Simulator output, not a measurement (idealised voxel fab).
Process module in this document: voxel wiring stack
It is cross-section cut that appears here, measuring 225 nm in width, its square cells being 5 nm in size.
Each cross-section below is a grid of square cells, stated as bands in top-down order, with one or more rows of cells making up each band.
A band entry consists of two parts. The first gives the height of the band's top and the height of its bottom, in nm. The rest lists the band's materials from left to right, each with its width in nm. A single material labelled with the word "throughout" fills the band from edge to edge, and the word "air" marks empty space.
Heights from 0 (as-received wafer is one material below). Bottom band endless downward, as "0..down".
It should be noted that a width expressed as "30->40" varies in equal increments from row to row of cells within the band, taking the value of the first number at the top row and that of the second number at the bottom row.
No cell of the cross-section changed in a step that is given as "nothing altered".
"Closed cavities" specifies each empty space that is not open to the top and that occupies no fewer than 8 cells, using the form width x height at distance, the distance measured from the left edge and all three quantities in nm.
Formally, on a step line, whatever follows the settings is a remark that the simulator itself makes on the step.
The "overlay nm" setting may appear on a step's line; for a step that uses a mask, it gives how far to the right of its planned position the mask lay, and a negative value indicates the left.
Steps in the process plan
1: RECEIVE, material Si
2: CONFORMAL_DEP, material SiO2, thk nm 10
3: DIRECTIONAL_DEP, material TiN, thk nm 5
4: DIRECTIONAL_DEP, material Ru, thk nm 15
5: PATTERN, tone cover, mask id METAL_1, material resist, width nm 25, pitch nm 45, thk nm 20, overlay nm 0
6: DIRECTIONAL_ETCH, etch materials Ru, depth nm 15
7: DIRECTIONAL_ETCH, etch materials TiN, depth nm 5
8: STRIP, etch materials resist
9: FILL_DEP, material lowk, thk nm 5
10: CMP, height nm 30
11: CONFORMAL_DEP, material SiCN, thk nm 5
12: DIRECTIONAL_DEP, material lowk, thk nm 30
13: MASKED_ETCH, tone open, mask id METAL_2_HOLES, width nm 15, pitch nm 45, etch materials lowk, depth nm 30, overlay nm 0
14: MASKED_ETCH, tone open, mask id METAL_2, width nm 25, pitch nm 45, etch materials lowk, depth nm 20, overlay nm -15
15: MASKED_ETCH, tone open, mask id METAL_2, width nm 25, pitch nm 45, etch materials SiCN, depth nm 5, overlay nm 0
16: CONFORMAL_DEP, material TiN, thk nm 5
17: FILL_DEP, material Cu, thk nm 5
18: CMP, height nm 65
19: CONFORMAL_DEP, material SiN, thk nm 5
varied across the wafers: overlay nm of step 14. The plan shows the first wafer's value. All wafers start alike
As-received state after step 1, first of several wafers, cross-section
0..down  Si throughout
Closed cavities: none
At the end of the module, after its last step, step 19, the first of several wafers appears in cross-section as follows
70..65  SiN throughout
65..50  lowk: 40 / TiN: 5 / Cu: 20 / TiN: 5 / lowk: 15 / TiN: 5 / Cu: 20 / TiN: 5 / lowk: 15 / TiN: 5 / Cu: 20 / TiN: 5 / lowk: 65
50..45  lowk: 40 / TiN: 20 / Cu: 5 / TiN: 5 / lowk: 15 / TiN: 20 / Cu: 5 / TiN: 5 / lowk: 15 / TiN: 20 / Cu: 5 / TiN: 5 / lowk: 65
45..35  lowk: 55 / TiN: 5 / Cu: 5 / TiN: 5 / lowk: 30 / TiN: 5 / Cu: 5 / TiN: 5 / lowk: 30 / TiN: 5 / Cu: 5 / TiN: 5 / lowk: 65
35..30  SiCN: 55 / TiN: 15 / SiCN: 30 / TiN: 15 / SiCN: 30 / TiN: 15 / SiCN: 65
30..15  lowk: 55 / Ru: 25 / lowk: 20 / Ru: 25 / lowk: 20 / Ru: 25 / lowk: 55
15..10  lowk: 55 / TiN: 25 / lowk: 20 / TiN: 25 / lowk: 20 / TiN: 25 / lowk: 55
10..0  SiO2 throughout
0..down  Si throughout
Closed cavities: none
The final wafer, sectioned at module end
70..65  SiN throughout
65..50  lowk: 55 / TiN: 5 / Cu: 30 / TiN: 5 / lowk: 5 / TiN: 5 / Cu: 30 / TiN: 5 / lowk: 5 / TiN: 5 / Cu: 30 / TiN: 5 / lowk: 40
50..45  lowk: 55 / TiN: 5 / Cu: 5 / TiN: 30 / lowk: 5 / TiN: 5 / Cu: 5 / TiN: 30 / lowk: 5 / TiN: 5 / Cu: 5 / TiN: 30 / lowk: 40
45..35  lowk: 55 / TiN: 5 / Cu: 5 / TiN: 5 / lowk: 30 / TiN: 5 / Cu: 5 / TiN: 5 / lowk: 30 / TiN: 5 / Cu: 5 / TiN: 5 / lowk: 65
35..30  SiCN: 55 / TiN: 15 / SiCN: 30 / TiN: 15 / SiCN: 30 / TiN: 15 / SiCN: 65
30..15  lowk: 55 / Ru: 25 / lowk: 20 / Ru: 25 / lowk: 20 / Ru: 25 / lowk: 55
15..10  lowk: 55 / TiN: 25 / lowk: 20 / TiN: 25 / lowk: 20 / TiN: 25 / lowk: 55
10..0  SiO2 throughout
0..down  Si throughout
Closed cavities: none
Table: wafers, a row each; end-of-module cell change per material since receipt, gain (+), loss (-); then closed voids
overlay nm -15, +45 Cu, +45 Ru, +36 SiCN, +45 SiN, +90 SiO2, +69 TiN, +300 lowk, Closed cavities: none
overlay nm -10, +36 Cu, +45 Ru, +36 SiCN, +45 SiN, +90 SiO2, +66 TiN, +312 lowk, Closed cavities: none
overlay nm -5, +36 Cu, +45 Ru, +36 SiCN, +45 SiN, +90 SiO2, +66 TiN, +312 lowk, Closed cavities: none
overlay nm 0, +36 Cu, +45 Ru, +36 SiCN, +45 SiN, +90 SiO2, +66 TiN, +312 lowk, Closed cavities: none
overlay nm 5, +45 Cu, +45 Ru, +36 SiCN, +45 SiN, +90 SiO2, +69 TiN, +300 lowk, Closed cavities: none
overlay nm 10, +54 Cu, +45 Ru, +36 SiCN, +45 SiN, +90 SiO2, +72 TiN, +288 lowk, Closed cavities: none
overlay nm 15, +63 Cu, +45 Ru, +36 SiCN, +45 SiN, +90 SiO2, +75 TiN, +276 lowk, Closed cavities: none
